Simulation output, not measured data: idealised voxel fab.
The name of this process module is voxel released beams.
Section shown: cut. Width: 210 nm. Cell size: 5 nm, square.
The cross-sections in this document take the form of a grid made of square cells. They are written out as bands, in order from top to bottom. Each band consists of one or more rows of cells.
Look at the band entry: it leads with the top's height and the bottom's height in nm. Then it lists the materials left to right, with a width in nm for each. The word "edge to edge" on a single material says that material fills the band edge to edge. The word "blank" is empty space.
It should be noted that heights are counted from 0, beneath which the wafer as supplied is of one material throughout, and that the lowest band possesses no lower boundary but continues downward, as written in "0 and below".
Read "30 to 40" as a graded width: first number on top, second number at the bottom, same change between each pair of neighbouring rows.
"nothing got changed" after a step means that no cell of the cross-section changed.
Voids not open to the top, 8 cells minimum: see "Fully sealed cavities". Written width x height at distance; distance is from the left edge; nm.
after a step's settings: what the simulator itself notes on the step
You can add "overlay nm" to a step's line. For a step with a mask, it describes how far the mask lay to the right of its planned position, and a negative number describes a lay to the left.

[Below is the list of planned process steps]
- 1: RECEIVE with material Si
- 2: CONFORMAL_DEP with material Al2O3, thk nm 10
- 3: DIRECTIONAL_DEP with material SiO2, thk nm 10
- 4: PATTERN with tone open, mask id ANCHOR, material resist, width nm 35, thk nm 15, overlay nm 0
- 5: DIRECTIONAL_ETCH with etch materials SiO2, depth nm 10
- 6: STRIP with etch materials resist
- 7: CONFORMAL_DEP with material SiN, thk nm 15
- 8: PATTERN with tone cover, mask id BEAM, material resist, width nm 105, thk nm 15, overlay nm -15
- 9: DIRECTIONAL_ETCH with etch materials SiN, depth nm 15
- 10: STRIP with etch materials resist
- 11: STRIP with etch materials SiO2
Variable across wafers: step 8 overlay nm (plan value is that of the first wafer; starting state common to all).

[Here's the first of the wafers in cross-section, just as we got it, i.e. after step 1]
0 and below | Si edge to edge
Fully sealed cavities: none

[Tabulated below, wafer by wafer, are the end-of-module results: for each material, the number of cells gained (+) or lost (-) relative to the as-received state, followed by the closed voids]
overlay nm -15 | +84 Al2O3 | +75 SiN | Fully sealed cavities: none
overlay nm -10 | +84 Al2O3 | +75 SiN | Fully sealed cavities: none
overlay nm -5 | +84 Al2O3 | +75 SiN | Fully sealed cavities: none
overlay nm 0 | +84 Al2O3 | +75 SiN | Fully sealed cavities: none
overlay nm 5 | +84 Al2O3 | +75 SiN | Fully sealed cavities: none
overlay nm 10 | +84 Al2O3 | +75 SiN | Fully sealed cavities: none
overlay nm 15 | +84 Al2O3 | +75 SiN | Fully sealed cavities: none
